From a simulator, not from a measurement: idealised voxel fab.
The process module presented herein is designated voxel lift off.
This is section cut - it's 215 nm across, gridded in 5 nm square cells.
When this document writes out a cross-section, it uses a grid of square cells and lists it as bands, beginning at the top and moving down, with a band standing for one or more rows of cells. It is stipulated that each band's entry specify, in nanometres, the height of the top of the band and then that of its bottom, followed by the materials of the band in left-to-right sequence, each together with its width in nanometres. A single material marked by the word "throughout" is understood to fill the band from edge to edge; the word "air" is understood to denote empty space. All heights in this document are referenced to 0, defined as the level beneath which the wafer, as received, consists entirely of one material. The lowest band is not bounded below; it extends indefinitely downward and is written in the form "0 and below". The two numbers in a width such as "30->40" mark its ends across the band: the first belongs to the top row of cells, the second to the bottom row, and from each row to the next the width moves by the same amount. For the purposes of this document, the phrase "nothing different" attached to a step denotes that no cell within the cross-section was modified by that step. This entry, "Closed-off voids", enumerates those empty regions of no fewer than 8 cells that possess no open connection to the top. Each region is reported in the form width x height at distance, the distance being taken from the left edge, with all three quantities expressed in nm. Post-settings text on a step line: simulator's own remark regarding the step. overlay nm, on a step with a mask: how far to the right of its planned place the mask lay; to the left if negative.
STEPS IN THE PROCESS PLAN
1) RECEIVE [material Si]
2) CONFORMAL_DEP [material Al2O3] [thk nm 5]
3) PATTERN [tone open] [mask id LINES] [material resist] [width nm 25] [pitch nm 45] [thk nm 25] [overlay nm 0]
4) DIRECTIONAL_DEP [material Ru] [thk nm 15]
5) STRIP [etch materials resist]
6) CONFORMAL_DEP [material SiCN] [thk nm 5]
Among the wafers covered here, the point of difference is the thk nm at step 2; their starting state is shared, and the plan presents the value of the first wafer.
INCOMING STATE OF THE FIRST OF SEVERAL WAFERS IN CROSS-SECTION: AFTER STEP 1
* 0 and below = Si throughout
* Closed-off voids: none
THE FIRST OF SEVERAL WAFERS, SEEN IN CROSS-SECTION AFTER THE MODULE'S LAST STEP, STEP 6
* 25 down to 20 = air (20)  SiCN (35)  air (10)  SiCN (35)  air (10)  SiCN (35)  air (10)  SiCN (35)  air (25)
* 20 down to 10 = air (20)  SiCN (5)  Ru (25)  SiCN (5)  air (10)  SiCN (5)  Ru (25)  SiCN (5)  air (10)  SiCN (5)  Ru (25)  SiCN (5)  air (10)  SiCN (5)  Ru (25)  SiCN (5)  air (25)
* 10 down to 5 = SiCN (25)  Ru (25)  SiCN (20)  Ru (25)  SiCN (20)  Ru (25)  SiCN (20)  Ru (25)  SiCN (30)
* 5 down to 0 = Al2O3 throughout
* 0 and below = Si throughout
* Closed-off voids: none
LAST WAFER AT THE END
* 45 down to 40 = air (20)  SiCN (35)  air (10)  SiCN (35)  air (10)  SiCN (35)  air (10)  SiCN (35)  air (25)
* 40 down to 30 = air (20)  SiCN (5)  Ru (25)  SiCN (5)  air (10)  SiCN (5)  Ru (25)  SiCN (5)  air (10)  SiCN (5)  Ru (25)  SiCN (5)  air (10)  SiCN (5)  Ru (25)  SiCN (5)  air (25)
* 30 down to 25 = SiCN (25)  Ru (25)  SiCN (20)  Ru (25)  SiCN (20)  Ru (25)  SiCN (20)  Ru (25)  SiCN (30)
* 25 down to 0 = Al2O3 throughout
* 0 and below = Si throughout
* Closed-off voids: none
BELOW, A ROW FOR EVERY WAFER. READ IT AS THE END-OF-MODULE PICTURE: FOR EACH MATERIAL THE WAFER SHOWS ITS CELLS GAINED (+) OR LOST (-) SINCE IT WAS RECEIVED, AND THEN ITS CLOSED VOIDS
thk nm 5, +43 Al2O3, +60 Ru, +67 SiCN, Closed-off voids: none
thk nm 10, +86 Al2O3, +60 Ru, +67 SiCN, Closed-off voids: none
thk nm 15, +129 Al2O3, +60 Ru, +67 SiCN, Closed-off voids: none
thk nm 20, +172 Al2O3, +60 Ru, +67 SiCN, Closed-off voids: none
thk nm 25, +215 Al2O3, +60 Ru, +67 SiCN, Closed-off voids: none
